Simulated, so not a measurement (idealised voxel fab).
Name of the process module below: voxel released beams
Shown is cross-section cut, with a width of 285 nm and square cells of size 5 nm.
Bands, listed from the top down, are how a cross-section gets written in this document; the cross-section itself is a grid of square cells, and a band is one or more rows of them. Top, bottom (nm), then materials left to right with widths (nm); lone material tagged "everywhere" fills the whole band edge to edge; "blank" = empty space. Beneath 0, the wafer as received is one material, and that level is where height counting begins. The lowest band goes on downward without a bottom; it is written like "0 down". The notation "30->40" denotes a width that varies across the rows of cells in the band, beginning at the first number in the top row, finishing at the second number in the bottom row, and changing by an identical amount from each row to the next. It should be understood that the words "left unchanged", when stated for a given step, signify that the cross-section underwent no change in any of its cells during that step. If an empty space has no open way to the top and is at least 8 cells in size, "Closed void entries" lists it, written width x height at distance, where distance is measured from the left edge and every value is in nm. The remark found on a step's line after its settings is issued by the simulator itself and pertains to that step. "overlay nm" answers the question of how far to the right of plan the mask lay on a step that has a mask, and when it is negative the answer is to the left.

-- Planned process steps
- 1: RECEIVE (material Si)
- 2: CONFORMAL_DEP (material SiN; thk nm 5)
- 3: DIRECTIONAL_DEP (material SiO2; thk nm 10)
- 4: PATTERN (tone open; mask id ANCHOR; material resist; width nm 35; thk nm 15; overlay nm 0)
- 5: DIRECTIONAL_ETCH (etch materials SiO2; depth nm 10)
- 6: STRIP (etch materials resist)
- 7: CONFORMAL_DEP (material polySi; thk nm 15)
- 8: DIRECTIONAL_DEP (material aC; thk nm 10)
- 9: PATTERN (tone cover; mask id BEAM; material resist; width nm 115; thk nm 25; overlay nm 0)
- 10: DIRECTIONAL_ETCH (etch materials aC; depth nm 10)
- 11: STRIP (etch materials resist)
- 12: DIRECTIONAL_ETCH (etch materials polySi; depth nm 15)
- 13: STRIP (etch materials aC)
- 14: STRIP (etch materials SiO2)

-- Wafer cross-section on receipt, i.e. after step 1
0 down: Si everywhere
Closed void entries: none

-- a wafer at the end: this start, this plan, one mistake
45 to 30: 80 blank, then 115 polySi, then 90 blank
30 to 15: polySi everywhere
15 to 5: 85 SiO2, then 35 polySi, then 165 SiO2
5 to 0: SiN everywhere
0 down: Si everywhere
Closed void entries: none
The plan and the run diverged here: the plan had its step 7 run twice
